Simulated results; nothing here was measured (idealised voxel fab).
The document below concerns the process module designated voxel local oxidation.
Section cut is 230 nm wide and gridded with 5 nm square cells.
A cross-section is written here as square cells arranged in a grid, and it is given in bands from the top down, each band taking up one or more rows of cells. First you get the band's top height and its bottom height, in nm, and then the materials it's made of, left to right, with each width in nm. If you see a single material with "all across", that one covers the band edge to edge. "blank" is empty space. Note: height 0 marks the level under which the wafer is uniformly one material as received. Lowest band unbounded below, written "0 and below". A width given as "30->40" starts at the first number in the band's top row and ends at the second number in its bottom row, shifting by an equal amount at every step from row to row. Step note "nothing changed" = no cross-section cell changed. "Voids, enclosed" - sealed voids, min. 8 cells, no opening to top; format: width x height at distance (distance from left edge; nm throughout). Post-settings text on a step line: simulator's own remark regarding the step. overlay nm, on a step with a mask: how far to the right of its planned place the mask lay; to the left if negative.

## Below is the list of planned process steps
1 RECEIVE,material Si
2 CONFORMAL_DEP,material SiO2,thk nm 5
3 CONFORMAL_DEP,material SiN,thk nm 10
4 PATTERN,tone cover,mask id ACTIVE,material resist,width nm 110,thk nm 20,overlay nm 0
5 DIRECTIONAL_ETCH,etch materials SiN,depth nm 10
6 STRIP,etch materials resist
7 SELECTIVE_ETCH,etch materials SiO2,depth nm 5
8 OXIDIZE,depth nm 10
9 STRIP,etch materials SiN

## Cross-sectional view of the wafer in its as-received condition, corresponding to the state after step 1
    0 and below | Si all across
    Voids, enclosed: none

## First of two wafers: cross-section at end of module, run per plan
    5 down to 0 | blank (65), SiO2 (100), blank (65)
    0 down to -10 | SiO2 (75), Si (80), SiO2 (75)
    -10 and below | Si all across
    Voids, enclosed: none

## Second wafer cross-section at end of module - shared start and plan with the first, one mistake in the run
    0 down to -10 | blank (75), Si (80), blank (75)
    -10 and below | Si all across
    Voids, enclosed: none
What was done differently from what was planned? step 9 did not use the planned setting and instead ran as STRIP,etch materials SiO2
Once processing is complete, comparing cell counts shows that the second wafer has more or fewer of certain materials than the first: SiO2: 80 fewer
